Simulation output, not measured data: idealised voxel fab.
Name of the process module below: voxel ribs on slabs
FYI the section here is cut, 150 nm wide, cells are 5 nm squares.
Cross-section, as written here: a square-cell grid given band by band from the top down, where a band holds one or more rows of cells.
Heads up on the band format: heights come first, top then bottom, in nm. After that it's the materials left to right, each with its width in nm. A single material flagged "all across" fills the whole band edge to edge, and "blank" means there's empty space there.
Beneath 0, the wafer as received is one material, and that level is where height counting begins. The lowest band goes on downward without a bottom; it is written like "0 down".
Width "30..40": first value at the band's top row of cells, second value at its bottom row, equal change from row to row.
"left unchanged" means the step left every cell of the cross-section as it was.
Entry "Fully sealed cavities" = empty spaces >= 8 cells with no open way to the top; each as width x height at distance, distance from left edge, all nm.
That trailing text on a step's line, after the settings, is the simulator's own remark on the step.
overlay nm: mask right of planned place by this much (step with mask). Neg. = left.
**Planned process steps**
- 1: RECEIVE: material Si
- 2: DIRECTIONAL_DEP: material SiO2, thk nm 30
- 3: DIRECTIONAL_DEP: material polySi, thk nm 20
- 4: DIRECTIONAL_DEP: material aC, thk nm 15
- 5: PATTERN: tone cover, mask id RIB, material resist, width nm 30, thk nm 30, overlay nm 0
- 6: DIRECTIONAL_ETCH: etch materials aC, depth nm 15
- 7: STRIP: etch materials resist
- 8: DIRECTIONAL_ETCH: etch materials polySi, depth nm 15
- 9: STRIP: etch materials aC
- 10: DIRECTIONAL_DEP: material aC, thk nm 10
- 11: PATTERN: tone cover, mask id SLAB, material resist, width nm 90, thk nm 25, overlay nm 0
- 12: DIRECTIONAL_ETCH: etch materials aC, depth nm 10
- 13: STRIP: etch materials resist
- 14: DIRECTIONAL_ETCH: etch materials polySi, depth nm 5
- 15: STRIP: etch materials aC
- 16: FILL_DEP: material SiO2, thk nm 25
- 17: CMP: height nm 65
- 18: DIRECTIONAL_DEP: material W, thk nm 5
- 19: PATTERN: tone cover, mask id HEATER, material resist, width nm 40, thk nm 15, overlay nm 0
- 20: DIRECTIONAL_ETCH: etch materials W, depth nm 5
- 21: STRIP: etch materials resist
- 22: CONFORMAL_DEP: material SiN, thk nm 10
**Cross-section of the wafer at receipt, which is the condition after step 1**
	0 down: Si all across
	Fully sealed cavities: none
**What the wafer looks like in cross-section after this module, when it starts as shown above and follows the plan above but one mistake is made in running it**
	80 to 75: 45 of blank; 60 of SiN; 45 of blank
	75 to 70: SiN all across
	70 to 65: 55 of SiN; 40 of W; 55 of SiN
	65 to 55: 60 of SiO2; 30 of polySi; 60 of SiO2
	55 to 50: 30 of SiO2; 90 of polySi; 30 of SiO2
	50 to 30: polySi all across
	30 to 0: SiO2 all across
	0 down: Si all across
	Fully sealed cavities: none
What was the processing mistake? twice, step 3 of the plan was run
